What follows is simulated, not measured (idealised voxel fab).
Process module under the name voxel self aligned contacts
Shown is cross-section cut, with a width of 245 nm and square cells of size 5 nm.
Reading order for cross-sections: top band down to bottom band. Underlying form: a grid of square cells. Band size: one or more rows of cells. Heads up on the band format: heights come first, top then bottom, in nm. After that it's the materials left to right, each with its width in nm. A single material flagged "edge to edge" fills the whole band edge to edge, and "blank" means there's empty space there. Heights are reckoned from 0. Under this level, the received wafer is all of one material. The bottommost band is open-ended downward, for example "0 and below". It should be noted that a width expressed as "30 to 40" varies in equal increments from row to row of cells within the band, taking the value of the first number at the top row and that of the second number at the bottom row. Given "nothing changed" for a step, no cell of the cross-section differs between before and after that step. "Enclosed empty spaces" contains a list of empty spaces, each no smaller than 8 cells and without an open way to the top, written in the form width x height at distance with the distance from the left edge and all three in nm. Where a step's line continues beyond its settings, the continuation is a remark by the simulator itself on that step. The "overlay nm" setting may appear on a step's line; for a step that uses a mask, it gives how far to the right of its planned position the mask lay, and a negative value indicates the left.
-- Process steps (planned)
1,op RECEIVE | material Si
2,op CONFORMAL_DEP | material SiO2 | thk nm 5
3,op DIRECTIONAL_DEP | material polySi | thk nm 20
4,op DIRECTIONAL_DEP | material SiN | thk nm 20
5,op PATTERN | tone cover | mask id GATE | material resist | width nm 35 | pitch nm 70 | thk nm 20 | overlay nm 0
6,op DIRECTIONAL_ETCH | etch materials SiN | depth nm 20
7,op DIRECTIONAL_ETCH | etch materials polySi | depth nm 20
8,op STRIP | etch materials resist
9,op CONFORMAL_DEP | material SiN | thk nm 5
10,op DIRECTIONAL_ETCH | etch materials SiN | depth nm 5
11,op FILL_DEP | material SiO2 | thk nm 10
12,op CMP | height nm 50
13,op DIRECTIONAL_DEP | material aC | thk nm 15
14,op PATTERN | tone open | mask id CONTACT | material resist | width nm 45 | pitch nm 70 | thk nm 35 | overlay nm -15
15,op DIRECTIONAL_ETCH | etch materials aC | depth nm 15
16,op STRIP | etch materials resist
17,op DIRECTIONAL_ETCH | etch materials SiO2 | depth nm 50
18,op STRIP | etch materials aC
19,op CONFORMAL_DEP | material TiN | thk nm 5
20,op FILL_DEP | material W | thk nm 5
21,op CMP | height nm 50
22,op CONFORMAL_DEP | material SiCN | thk nm 5
For this document, wafers share an identical start and vary in the step 14 overlay nm; the plan quotes the first wafer's value.
-- first wafer as received, after step 1
> 0 and below = Si edge to edge
> Enclosed empty spaces: none
-- wafer rows; end of module; cells per material since receipt: (+) gained, (-) lost; then closed voids
overlay nm -15, +49 SiCN, +132 SiN, +184 SiO2, +54 TiN, +36 W, +84 polySi, Enclosed empty spaces: none
overlay nm -10, +49 SiCN, +132 SiN, +166 SiO2, +54 TiN, +54 W, +84 polySi, Enclosed empty spaces: none
overlay nm -5, +49 SiCN, +132 SiN, +166 SiO2, +54 TiN, +54 W, +84 polySi, Enclosed empty spaces: none
overlay nm 0, +49 SiCN, +132 SiN, +166 SiO2, +54 TiN, +54 W, +84 polySi, Enclosed empty spaces: none
overlay nm 5, +49 SiCN, +132 SiN, +166 SiO2, +54 TiN, +54 W, +84 polySi, Enclosed empty spaces: none
overlay nm 10, +49 SiCN, +132 SiN, +166 SiO2, +54 TiN, +54 W, +84 polySi, Enclosed empty spaces: none
overlay nm 15, +49 SiCN, +132 SiN, +184 SiO2, +54 TiN, +36 W, +84 polySi, Enclosed empty spaces: none
